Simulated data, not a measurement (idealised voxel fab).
process module | voxel capacitor over wiring
cross-section cut | 175 nm wide | cells 5 nm
A cross-section is a grid of square cells, given in bands from the top down. A band is one or more rows of cells.
Each band's line starts with the height of the band's top and of its bottom, in nm. Then come its materials from left to right, each with its width in nm. One material with "throughout" fills the band from edge to edge. "air" is empty space.
Height 0 is the level under which the wafer as received is all one material. The lowest band goes on downwards, as in "0 down".
A width such as "30 to 40" changes by the same amount from each row of cells to the next, from the band's top row to its bottom row.
"no change" after a step means that no cell of the cross-section changed.
closed voids: empty space of 8 cells or more with no open way to the top, each as width x height at its distance from the left edge, in nm
after a step's settings: what the simulator itself notes on the step
overlay nm, on a step with a mask: how far to the right of its planned place the mask lay; to the left if negative
plan
1 op RECEIVE | material Si
2 op CONFORMAL_DEP | material SiO2 | thk nm 10
3 op DIRECTIONAL_DEP | material TiN | thk nm 5
4 op DIRECTIONAL_DEP | material W | thk nm 20
5 op DIRECTIONAL_DEP | material aC | thk nm 10
6 op PATTERN | tone cover | mask id METAL_1 | material resist | width nm 30 | pitch nm 80 | thk nm 25 | overlay nm 0
7 op DIRECTIONAL_ETCH | etch materials aC | depth nm 5
8 op STRIP | etch materials resist
9 op DIRECTIONAL_ETCH | etch materials W | depth nm 20
10 op DIRECTIONAL_ETCH | etch materials TiN | depth nm 5
11 op STRIP | etch materials aC
12 op CONFORMAL_DEP | material SiCN | thk nm 5
13 op FILL_DEP | material lowk | thk nm 10
14 op CMP | height nm 35
15 op CONFORMAL_DEP | material SiCN | thk nm 5
16 op DIRECTIONAL_DEP | material lowk | thk nm 10
17 op PATTERN | tone open | mask id PLUG_1 | material resist | width nm 15 | thk nm 15 | overlay nm 0
18 op DIRECTIONAL_ETCH | etch materials lowk | depth nm 10
19 op DIRECTIONAL_ETCH | etch materials SiCN | depth nm 5
20 op STRIP | etch materials resist
21 op EPI | material Ru | thk nm 10
22 op EPI | material Ru | thk nm 5
23 op DIRECTIONAL_DEP | material TiN | thk nm 10
24 op DIRECTIONAL_DEP | material SiN | thk nm 5
25 op DIRECTIONAL_DEP | material TiN | thk nm 10
26 op PATTERN | tone cover | mask id UPPER_PLATE | material resist | width nm 55 | thk nm 15 | overlay nm 0
27 op DIRECTIONAL_ETCH | etch materials TiN | depth nm 10
28 op DIRECTIONAL_ETCH | etch materials SiN | depth nm 5
29 op STRIP | etch materials resist
30 op MASKED_ETCH | tone cover | mask id LOWER_PLATE | width nm 65 | etch materials TiN | depth nm 10 | overlay nm 0
31 op FILL_DEP | material SiO2 | thk nm 20
32 op CMP | height nm 90
33 op PATTERN | tone open | mask id PLUG_2 | material resist | width nm 15 | thk nm 15 | overlay nm 0
34 op DIRECTIONAL_ETCH | etch materials SiO2 | depth nm 15
35 op STRIP | etch materials resist
36 op CONFORMAL_DEP | material TiN | thk nm 5
37 op FILL_DEP | material Ru | thk nm 10
38 op CMP | height nm 90
39 op CONFORMAL_DEP | material SiCN | thk nm 5
varied across the wafers: depth nm of step 7. The plan shows the first wafer's value. All wafers start alike
first wafer as received, after step 1
  0 down: Si throughout
  closed voids: none
each wafer at the end: cells of each material gained (+) or lost (-) since it was received, then its closed voids
depth nm 5 | +11 Ru | +67 SiCN | +11 SiN | +282 SiO2 | +90 TiN | +140 W | +64 lowk | closed voids: none
depth nm 10 | +11 Ru | +106 SiCN | +11 SiN | +282 SiO2 | +67 TiN | +48 W | +140 lowk | closed voids: none
depth nm 15 | +11 Ru | +106 SiCN | +11 SiN | +282 SiO2 | +67 TiN | +48 W | +140 lowk | closed voids: none
depth nm 20 | +11 Ru | +106 SiCN | +11 SiN | +282 SiO2 | +67 TiN | +48 W | +140 lowk | closed voids: none
depth nm 25 | +11 Ru | +106 SiCN | +11 SiN | +282 SiO2 | +67 TiN | +48 W | +140 lowk | closed voids: none
